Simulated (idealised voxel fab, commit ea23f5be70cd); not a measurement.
voxel trench capacitor: a process module
Square cells of 5 nm make up the cross-section cut, whose width is 225 nm.
A cross-section is a grid of square cells, given in bands from the top down. A band is one or more rows of cells.
Band: top height; bottom height; in nm. Then, left to right: material with width in nm, for each material. "full width": a single material spanning edge to edge. "empty": empty space.
Below 0: as-received wafer, all one material; heights counted from there. Lowest band: no bottom, goes on down, written "0 nm and below".
Note: "30->40" means the width goes from the first number (top row of the band) to the second number (bottom row) in equal steps per row of cells.
No cell of the cross-section changed in a step that is given as "everything unchanged".
"Entrapped void list" lists enclosed empty spaces (at least 8 cells, no open path upward to the top), each as width x height at distance from the left edge, in nm.
Note: text after step settings on the step line = simulator remark on that step.
overlay nm: mask right of planned place by this much (step with mask). Neg. = left.

**Process steps (planned)**
1,RECEIVE: material Si
2,CONFORMAL_DEP: material SiN, thk nm 10
3,PATTERN: tone open, mask id TRENCH, material resist, width nm 25, pitch nm 50, thk nm 20, overlay nm 0
4,DIRECTIONAL_ETCH: etch materials SiN, depth nm 10
5,DIRECTIONAL_ETCH: etch materials Si, depth nm 30
6,STRIP: etch materials resist
7,CONFORMAL_DEP: material Al2O3, thk nm 5
8,FILL_DEP: material polySi, thk nm 10
9,CMP: height nm 10

**The following pertains to the first of two wafers, which was processed as planned**

**Cross-section: wafer on arrival = after step 1**
> 0 nm and below = Si full width
> Entrapped void list: none

**Wafer xsec, post step 2**
> 10 nm to 0 nm = SiN full width
> At heights below 0, the structure remains unaltered.

**Wafer xsec, post step 3**
> 30 nm to 10 nm = 50 resist / 25 empty / 25 resist / 25 empty / 25 resist / 25 empty / 50 resist
> At heights below 10, the structure remains unaltered.

**Wafer xsec, post step 4**
> 30 nm to 10 nm = 50 resist / 25 empty / 25 resist / 25 empty / 25 resist / 25 empty / 50 resist
> 10 nm to 0 nm = 50 SiN / 25 empty / 25 SiN / 25 empty / 25 SiN / 25 empty / 50 SiN
> At heights below 0, the structure remains unaltered.

**Wafer xsec, post step 5**
> 30 nm to 10 nm = 50 resist / 25 empty / 25 resist / 25 empty / 25 resist / 25 empty / 50 resist
> 10 nm to 0 nm = 50 SiN / 25 empty / 25 SiN / 25 empty / 25 SiN / 25 empty / 50 SiN
> 0 nm to -30 nm = 50 Si / 25 empty / 25 Si / 25 empty / 25 Si / 25 empty / 50 Si
> At heights below -30, the structure remains unaltered.

**Wafer xsec, post step 6**
> 10 nm to 0 nm = 50 SiN / 25 empty / 25 SiN / 25 empty / 25 SiN / 25 empty / 50 SiN
> At heights below 0, the structure remains unaltered.

**Wafer xsec, post step 7**
> 15 nm to 10 nm = 55 Al2O3 / 15 empty / 35 Al2O3 / 15 empty / 35 Al2O3 / 15 empty / 55 Al2O3
> 10 nm to 0 nm = 50 SiN / 5 Al2O3 / 15 empty / 5 Al2O3 / 25 SiN / 5 Al2O3 / 15 empty / 5 Al2O3 / 25 SiN / 5 Al2O3 / 15 empty / 5 Al2O3 / 50 SiN
> 0 nm to -25 nm = 50 Si / 5 Al2O3 / 15 empty / 5 Al2O3 / 25 Si / 5 Al2O3 / 15 empty / 5 Al2O3 / 25 Si / 5 Al2O3 / 15 empty / 5 Al2O3 / 50 Si
> -25 nm to -30 nm = 50 Si / 25 Al2O3 / 25 Si / 25 Al2O3 / 25 Si / 25 Al2O3 / 50 Si
> At heights below -30, the structure remains unaltered.

**Wafer xsec, post step 8**
> 25 nm to 15 nm = polySi full width
> 15 nm to 10 nm = 55 Al2O3 / 15 polySi / 35 Al2O3 / 15 polySi / 35 Al2O3 / 15 polySi / 55 Al2O3
> 10 nm to 0 nm = 50 SiN / 5 Al2O3 / 15 polySi / 5 Al2O3 / 25 SiN / 5 Al2O3 / 15 polySi / 5 Al2O3 / 25 SiN / 5 Al2O3 / 15 polySi / 5 Al2O3 / 50 SiN
> 0 nm to -25 nm = 50 Si / 5 Al2O3 / 15 polySi / 5 Al2O3 / 25 Si / 5 Al2O3 / 15 polySi / 5 Al2O3 / 25 Si / 5 Al2O3 / 15 polySi / 5 Al2O3 / 50 Si
> At heights below -25, the structure remains unaltered.

**Wafer xsec, post step 9**
> 10 nm to 0 nm = 50 SiN / 5 Al2O3 / 15 polySi / 5 Al2O3 / 25 SiN / 5 Al2O3 / 15 polySi / 5 Al2O3 / 25 SiN / 5 Al2O3 / 15 polySi / 5 Al2O3 / 50 SiN
> At heights below 0, the structure remains unaltered.

**It is to be noted that the second wafer proceeded from the same initial state and according to the same plan as the first, although one mistake was committed in its execution; through step 8, inclusive, the two wafers share an identical history**

Here is the second wafer in cross-section at the point where step 9 of the plan should have been done: everything unchanged
Against the plan, the run slipped here: step 9 of the plan never got run, it was skipped over
At the finish, the second wafer shows more or fewer cells for some materials than the first does: Al2O3: 36 more, polySi: 99 more
